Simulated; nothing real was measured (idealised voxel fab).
Title: Process Module voxel self aligned vias
The width of the displayed cross-section, cut, is 295 nm; its cells are square, with a size of 5 nm.
Reading order for cross-sections: top band down to bottom band. Underlying form: a grid of square cells. Band size: one or more rows of cells.
Within each band entry, the heights of the top and of the bottom of the band appear first, in that order and in nm; the materials of the band then follow from left to right, each with its corresponding width in nm. The designation "full width" on a single material indicates that it fills the band from edge to edge; the designation "air" indicates empty space.
Convention: height 0 is the level below which the wafer, as received, is all one material. The lowest band does not terminate at the bottom but continues downward, represented as "from 0 down".
Per-row width for "30->40": begins at first number (top row of band), ends at second number (bottom row), increment between rows held constant.
What does "no alteration" mean for a step? It means no cell of the cross-section changed in that step.
What "Voids lacking openings" gives you is every empty space of 8 cells or more that is cut off from the top. Each appears as width x height at distance, with the distance taken from the left edge and width, height and distance all in nm.
Post-settings text on a step line: simulator's own remark regarding the step.
Steps that use a mask can have "overlay nm" on their line. It says how far the mask sat to the right of where it was meant to be. Negative means to the left.

Set out below are the planned steps of the process:
1) op RECEIVE | material Si
2) op CONFORMAL_DEP | material SiO2 | thk nm 15
3) op CONFORMAL_DEP | material SiCN | thk nm 5
4) op DIRECTIONAL_DEP | material SiO2 | thk nm 30
5) op DIRECTIONAL_DEP | material aC | thk nm 15
6) op PATTERN | tone open | mask id LINES | material resist | width nm 20 | pitch nm 70 | thk nm 35 | overlay nm 0
7) op DIRECTIONAL_ETCH | etch materials aC | depth nm 15
8) op STRIP | etch materials resist
9) op DIRECTIONAL_ETCH | etch materials SiO2 | depth nm 30
10) op STRIP | etch materials aC
11) op CONFORMAL_DEP | material TiN | thk nm 5
12) op FILL_DEP | material W | thk nm 10
13) op CMP | height nm 50
14) op SELECTIVE_ETCH | etch materials W Ru TiN | depth nm 10
15) op FILL_DEP | material SiN | thk nm 5
16) op CMP | height nm 50
17) op DIRECTIONAL_DEP | material SiO2 | thk nm 20
18) op MASKED_ETCH | tone open | mask id VIAS | width nm 40 | pitch nm 140 | etch materials SiO2 | depth nm 20 | overlay nm 0
19) op MASKED_ETCH | tone open | mask id VIAS | width nm 40 | pitch nm 140 | etch materials SiN | depth nm 10 | overlay nm 0
20) op CONFORMAL_DEP | material TiN | thk nm 5
21) op FILL_DEP | material Ru | thk nm 10
22) op CMP | height nm 70
23) op CONFORMAL_DEP | material SiN | thk nm 5

Below: the first of two wafers, run as planned:

Shown in cross-section is the wafer as received, that is, as it stands after step 1:
- from 0 down: Si full width
- Voids lacking openings: none

Step 2 done - wafer cross-section:
- from 15 to 0: SiO2 full width
- Everything below 0 is unchanged.

Step 3 done - wafer cross-section:
- from 20 to 15: SiCN full width
- Everything below 15 is unchanged.

Step 4 done - wafer cross-section:
- from 50 to 20: SiO2 full width
- Everything below 20 is unchanged.

Step 5 done - wafer cross-section:
- from 65 to 50: aC full width
- Everything below 50 is unchanged.

Step 6 done - wafer cross-section:
- from 100 to 65: 65 of resist  20 of air  50 of resist  20 of air  50 of resist  20 of air  70 of resist
- Everything below 65 is unchanged.

Step 7 done - wafer cross-section:
- from 85 to 65: 65 of resist  20 of air  50 of resist  20 of air  50 of resist  20 of air  70 of resist
- from 65 to 50: 65 of aC  20 of air  50 of aC  20 of air  50 of aC  20 of air  70 of aC
- Everything below 50 is unchanged.

Step 8 done - wafer cross-section:
- from 65 to 50: 65 of aC  20 of air  50 of aC  20 of air  50 of aC  20 of air  70 of aC
- Everything below 50 is unchanged.

Step 9 done - wafer cross-section:
- from 65 to 50: 65 of aC  20 of air  50 of aC  20 of air  50 of aC  20 of air  70 of aC
- from 50 to 20: 65 of SiO2  20 of air  50 of SiO2  20 of air  50 of SiO2  20 of air  70 of SiO2
- Everything below 20 is unchanged.

Step 10 done - wafer cross-section:
- from 50 to 20: 65 of SiO2  20 of air  50 of SiO2  20 of air  50 of SiO2  20 of air  70 of SiO2
- Everything below 20 is unchanged.

Step 11 done - wafer cross-section:
- from 55 to 50: 70 of TiN  10 of air  60 of TiN  10 of air  60 of TiN  10 of air  75 of TiN
- from 50 to 25: 65 of SiO2  5 of TiN  10 of air  5 of TiN  50 of SiO2  5 of TiN  10 of air  5 of TiN  50 of SiO2  5 of TiN  10 of air  5 of TiN  70 of SiO2
- from 25 to 20: 65 of SiO2  20 of TiN  50 of SiO2  20 of TiN  50 of SiO2  20 of TiN  70 of SiO2
- Everything below 20 is unchanged.

Step 12 done - wafer cross-section:
- from 65 to 55: W full width
- from 55 to 50: 70 of TiN  10 of W  60 of TiN  10 of W  60 of TiN  10 of W  75 of TiN
- from 50 to 25: 65 of SiO2  5 of TiN  10 of W  5 of TiN  50 of SiO2  5 of TiN  10 of W  5 of TiN  50 of SiO2  5 of TiN  10 of W  5 of TiN  70 of SiO2
- Everything below 25 is unchanged.

Step 13 done - wafer cross-section:
- from 50 to 25: 65 of SiO2  5 of TiN  10 of W  5 of TiN  50 of SiO2  5 of TiN  10 of W  5 of TiN  50 of SiO2  5 of TiN  10 of W  5 of TiN  70 of SiO2
- Everything below 25 is unchanged.

Step 14 done - wafer cross-section:
- from 50 to 40: 65 of SiO2  20 of air  50 of SiO2  20 of air  50 of SiO2  20 of air  70 of SiO2
- Everything below 40 is unchanged.

Step 15 done - wafer cross-section:
- from 55 to 50: SiN full width
- from 50 to 40: 65 of SiO2  20 of SiN  50 of SiO2  20 of SiN  50 of SiO2  20 of SiN  70 of SiO2
- Everything below 40 is unchanged.

Step 16 done - wafer cross-section:
- from 50 to 40: 65 of SiO2  20 of SiN  50 of SiO2  20 of SiN  50 of SiO2  20 of SiN  70 of SiO2
- Everything below 40 is unchanged.

Step 17 done - wafer cross-section:
- from 70 to 50: SiO2 full width
- Everything below 50 is unchanged.

Step 18 done - wafer cross-section:
- from 70 to 50: 55 of SiO2  40 of air  100 of SiO2  40 of air  60 of SiO2
- Everything below 50 is unchanged.

Step 19 done - wafer cross-section:
- from 70 to 50: 55 of SiO2  40 of air  100 of SiO2  40 of air  60 of SiO2
- from 50 to 40: 65 of SiO2  20 of air  50 of SiO2  20 of SiN  50 of SiO2  20 of air  70 of SiO2
- Everything below 40 is unchanged.

Step 20 done - wafer cross-section:
- from 75 to 70: 60 of TiN  30 of air  110 of TiN  30 of air  65 of TiN
- from 70 to 55: 55 of SiO2  5 of TiN  30 of air  5 of TiN  100 of SiO2  5 of TiN  30 of air  5 of TiN  60 of SiO2
- from 55 to 50: 55 of SiO2  15 of TiN  10 of air  15 of TiN  100 of SiO2  15 of TiN  10 of air  15 of TiN  60 of SiO2
- from 50 to 45: 65 of SiO2  5 of TiN  10 of air  5 of TiN  50 of SiO2  20 of SiN  50 of SiO2  5 of TiN  10 of air  5 of TiN  70 of SiO2
- from 45 to 40: 65 of SiO2  20 of TiN  50 of SiO2  20 of SiN  50 of SiO2  20 of TiN  70 of SiO2
- Everything below 40 is unchanged.

Step 21 done - wafer cross-section:
- from 85 to 75: Ru full width
- from 75 to 70: 60 of TiN  30 of Ru  110 of TiN  30 of Ru  65 of TiN
- from 70 to 55: 55 of SiO2  5 of TiN  30 of Ru  5 of TiN  100 of SiO2  5 of TiN  30 of Ru  5 of TiN  60 of SiO2
- from 55 to 50: 55 of SiO2  15 of TiN  10 of Ru  15 of TiN  100 of SiO2  15 of TiN  10 of Ru  15 of TiN  60 of SiO2
- from 50 to 45: 65 of SiO2  5 of TiN  10 of Ru  5 of TiN  50 of SiO2  20 of SiN  50 of SiO2  5 of TiN  10 of Ru  5 of TiN  70 of SiO2
- Everything below 45 is unchanged.

Step 22 done - wafer cross-section:
- from 70 to 55: 55 of SiO2  5 of TiN  30 of Ru  5 of TiN  100 of SiO2  5 of TiN  30 of Ru  5 of TiN  60 of SiO2
- Everything below 55 is unchanged.

Step 23 done - wafer cross-section:
- from 75 to 70: SiN full width
- Everything below 70 is unchanged.

Second of two: same start, same plan, one run error; steps up to and including 12 match the first:

Cross-section: second wafer, time at which step 13 was scheduled to end:
- from 45 to 25: 65 of SiO2  5 of TiN  10 of W  5 of TiN  50 of SiO2  5 of TiN  10 of W  5 of TiN  50 of SiO2  5 of TiN  10 of W  5 of TiN  70 of SiO2
- Everything below 25 is unchanged.

Cross-section: second wafer, time at which step 14 was scheduled to end:
- from 45 to 35: 65 of SiO2  20 of air  50 of SiO2  20 of air  50 of SiO2  20 of air  70 of SiO2
- Everything below 35 is unchanged.

Cross-section: second wafer, time at which step 15 was scheduled to end:
- from 50 to 45: SiN full width
- from 45 to 35: 65 of SiO2  20 of SiN  50 of SiO2  20 of SiN  50 of SiO2  20 of SiN  70 of SiO2
- Everything below 35 is unchanged.

Cross-section: second wafer, time at which step 16 was scheduled to end: no alteration

Cross-section: second wafer, time at which step 17 was scheduled to end:
- from 70 to 50: SiO2 full width
- Everything below 50 is unchanged.

Cross-section: second wafer, time at which step 18 was scheduled to end:
- from 70 to 50: 55 of SiO2  40 of air  100 of SiO2  40 of air  60 of SiO2
- Everything below 50 is unchanged.

Cross-section: second wafer, time at which step 19 was scheduled to end:
- from 70 to 50: 55 of SiO2  40 of air  100 of SiO2  40 of air  60 of SiO2
- from 50 to 45: 55 of SiN  40 of air  100 of SiN  40 of air  60 of SiN
- from 45 to 40: 65 of SiO2  20 of air  50 of SiO2  20 of SiN  50 of SiO2  20 of air  70 of SiO2
- Everything below 40 is unchanged.

Cross-section: second wafer, time at which step 20 was scheduled to end:
- from 75 to 70: 60 of TiN  30 of air  110 of TiN  30 of air  65 of TiN
- from 70 to 50: 55 of SiO2  5 of TiN  30 of air  5 of TiN  100 of SiO2  5 of TiN  30 of air  5 of TiN  60 of SiO2
- from 50 to 45: 55 of SiN  15 of TiN  10 of air  15 of TiN  100 of SiN  15 of TiN  10 of air  15 of TiN  60 of SiN
- from 45 to 40: 65 of SiO2  20 of TiN  50 of SiO2  20 of SiN  50 of SiO2  20 of TiN  70 of SiO2
- Everything below 40 is unchanged.

Cross-section: second wafer, time at which step 21 was scheduled to end:
- from 85 to 75: Ru full width
- from 75 to 70: 60 of TiN  30 of Ru  110 of TiN  30 of Ru  65 of TiN
- from 70 to 50: 55 of SiO2  5 of TiN  30 of Ru  5 of TiN  100 of SiO2  5 of TiN  30 of Ru  5 of TiN  60 of SiO2
- from 50 to 45: 55 of SiN  15 of TiN  10 of Ru  15 of TiN  100 of SiN  15 of TiN  10 of Ru  15 of TiN  60 of SiN
- Everything below 45 is unchanged.

Cross-section: second wafer, time at which step 22 was scheduled to end:
- from 70 to 50: 55 of SiO2  5 of TiN  30 of Ru  5 of TiN  100 of SiO2  5 of TiN  30 of Ru  5 of TiN  60 of SiO2
- Everything below 50 is unchanged.

Cross-section: second wafer, time at which step 23 was scheduled to end:
- from 75 to 70: SiN full width
- Everything below 70 is unchanged.
Plan not followed: the process deviated at step 13: the operation and settings actually run there were op CMP | height nm 45
Cell-count delta at end, second wafer over first, by material: 8 more of Ru, 51 more of SiN, 47 fewer of SiO2, 6 fewer of TiN, 6 fewer of W
